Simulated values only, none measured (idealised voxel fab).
The process module presented herein is designated voxel capacitor over wiring.
The width of the displayed cross-section, cut, is 300 nm; its cells are square, with a size of 5 nm.
Throughout this document, each cross-section is represented as a grid of square cells and is presented as a sequence of bands enumerated from the top downward, where a band comprises one or more rows of cells.
Band: top height; bottom height; in nm. Then, left to right: material with width in nm, for each material. "all across": a single material spanning edge to edge. "blank": empty space.
Heights are reckoned from 0. Under this level, the received wafer is all of one material. The bottommost band is open-ended downward, for example "0 nm and below".
It should be noted that a width expressed as "30->40" varies in equal increments from row to row of cells within the band, taking the value of the first number at the top row and that of the second number at the bottom row.
You'll sometimes find "no alteration" written for a step, and that's the way of saying that nowhere in the cross-section did a cell change during that step.
What "Closed empty spaces" gives you is every empty space of 8 cells or more that is cut off from the top. Each appears as width x height at distance, with the distance taken from the left edge and width, height and distance all in nm.
Whatever follows a step's settings on its line is a remark the simulator itself makes about that step.
The setting "overlay nm" may be written on the line of a step. When the step uses a mask, the value reports how far to the right of the planned place the mask lay, and a negative value reports that it lay to the left.

SET OUT BELOW ARE THE PLANNED STEPS OF THE PROCESS
1,RECEIVE [material Si]
2,CONFORMAL_DEP [material SiO2] [thk nm 15]
3,DIRECTIONAL_DEP [material TiN] [thk nm 5]
4,DIRECTIONAL_DEP [material Ru] [thk nm 15]
5,DIRECTIONAL_DEP [material aC] [thk nm 10]
6,PATTERN [tone cover] [mask id METAL_1] [material resist] [width nm 25] [pitch nm 80] [thk nm 25] [overlay nm 0]
7,DIRECTIONAL_ETCH [etch materials aC] [depth nm 10]
8,STRIP [etch materials resist]
9,DIRECTIONAL_ETCH [etch materials Ru] [depth nm 15]
10,DIRECTIONAL_ETCH [etch materials TiN] [depth nm 5]
11,STRIP [etch materials aC]
12,FILL_DEP [material SiO2] [thk nm 10]
13,CMP [height nm 35]
14,CONFORMAL_DEP [material SiCN] [thk nm 5]
15,DIRECTIONAL_DEP [material SiO2] [thk nm 20]
16,MASKED_ETCH [tone open] [mask id PLUG_1] [width nm 15] [etch materials SiO2] [depth nm 20] [overlay nm 0]
17,MASKED_ETCH [tone open] [mask id PLUG_1] [width nm 15] [etch materials SiCN] [depth nm 5] [overlay nm 0]
18,CONFORMAL_DEP [material TiN] [thk nm 5]
19,FILL_DEP [material Ru] [thk nm 5]
20,CMP [height nm 60]
21,DIRECTIONAL_DEP [material TiN] [thk nm 10]
22,DIRECTIONAL_DEP [material Al2O3] [thk nm 5]
23,DIRECTIONAL_DEP [material TiN] [thk nm 5]
24,MASKED_ETCH [tone cover] [mask id UPPER_PLATE] [width nm 60] [etch materials TiN] [depth nm 5] [overlay nm 0]
25,MASKED_ETCH [tone cover] [mask id UPPER_PLATE] [width nm 60] [etch materials Al2O3] [depth nm 5] [overlay nm 0]
26,MASKED_ETCH [tone cover] [mask id LOWER_PLATE] [width nm 70] [etch materials TiN] [depth nm 10] [overlay nm 0]
27,FILL_DEP [material SiO2] [thk nm 15]
28,CMP [height nm 90]
29,DIRECTIONAL_DEP [material aC] [thk nm 15]
30,PATTERN [tone open] [mask id PLUG_2] [material resist] [width nm 15] [thk nm 35] [overlay nm 0]
31,DIRECTIONAL_ETCH [etch materials aC] [depth nm 15]
32,STRIP [etch materials resist]
33,DIRECTIONAL_ETCH [etch materials SiO2] [depth nm 10]
34,STRIP [etch materials aC]
35,CONFORMAL_DEP [material TiN] [thk nm 5]
36,FILL_DEP [material Ru] [thk nm 5]
37,CMP [height nm 90]
38,CONFORMAL_DEP [material SiN] [thk nm 5]

THIS IS THE CROSS-SECTION OF THE WAFER AS WE RECEIVED IT, I.E. AFTER STEP 1
- 0 nm and below | Si all across
- Closed empty spaces: none

FIRST WAFER OF TWO, SECTIONED AT END OF MODULE; RUN WENT PER PLAN
- 95 nm to 90 nm | SiN all across
- 90 nm to 85 nm | SiO2 115 / TiN 5 / Ru 5 / TiN 5 / SiO2 170
- 85 nm to 75 nm | SiO2 115->105 / TiN 15->60 / SiO2 170->135
- 75 nm to 70 nm | SiO2 105 / Al2O3 60 / SiO2 135
- 70 nm to 60 nm | SiO2 100 / TiN 70 / SiO2 130
- 60 nm to 40 nm | SiO2 105 / TiN 5 / Ru 5 / TiN 5 / SiO2 180
- 40 nm to 35 nm | SiCN 105 / TiN 15 / SiCN 180
- 35 nm to 20 nm | SiO2 95 / Ru 25 / SiO2 55 / Ru 25 / SiO2 100
- 20 nm to 15 nm | SiO2 95 / TiN 25 / SiO2 55 / TiN 25 / SiO2 100
- 15 nm to 0 nm | SiO2 all across
- 0 nm and below | Si all across
- Closed empty spaces: none

SECOND OF TWO WAFERS, MODULE COMPLETE, SECTIONED: IT SHARES THE FIRST WAFER'S START AND PLAN BUT WAS RUN WITH ONE MISTAKE
- 95 nm to 90 nm | SiN all across
- 90 nm to 85 nm | SiO2 115 / TiN 5 / Ru 5 / TiN 5 / SiO2 170
- 85 nm to 75 nm | SiO2 115->105 / TiN 15->60 / SiO2 170->135
- 75 nm to 70 nm | SiO2 105 / Al2O3 60 / SiO2 135
- 70 nm to 60 nm | SiO2 100 / TiN 70 / SiO2 130
- 60 nm to 45 nm | SiO2 105 / TiN 5 / Ru 5 / TiN 5 / SiO2 180
- 45 nm to 40 nm | SiO2 105 / TiN 15 / SiO2 180
- 40 nm to 35 nm | SiCN 115 / TiN 5 / SiCN 180
- 35 nm to 20 nm | SiO2 95 / Ru 25 / SiO2 55 / Ru 25 / SiO2 100
- 20 nm to 15 nm | SiO2 95 / TiN 25 / SiO2 55 / TiN 25 / SiO2 100
- 15 nm to 0 nm | SiO2 all across
- 0 nm and below | Si all across
- Closed empty spaces: none
It is concluded that the wafer was processed incorrectly with respect to the plan, in that so step 17 ended up running with a different setting than we planned, it ran as MASKED_ETCH [tone open] [mask id PLUG_1] [width nm 15] [etch materials SiCN] [depth nm 5] [overlay nm 10]
Counted in cells at the end, the second wafer holds more or fewer of these materials than the first: Ru: 1 fewer | SiCN: 2 more | TiN: 1 fewer
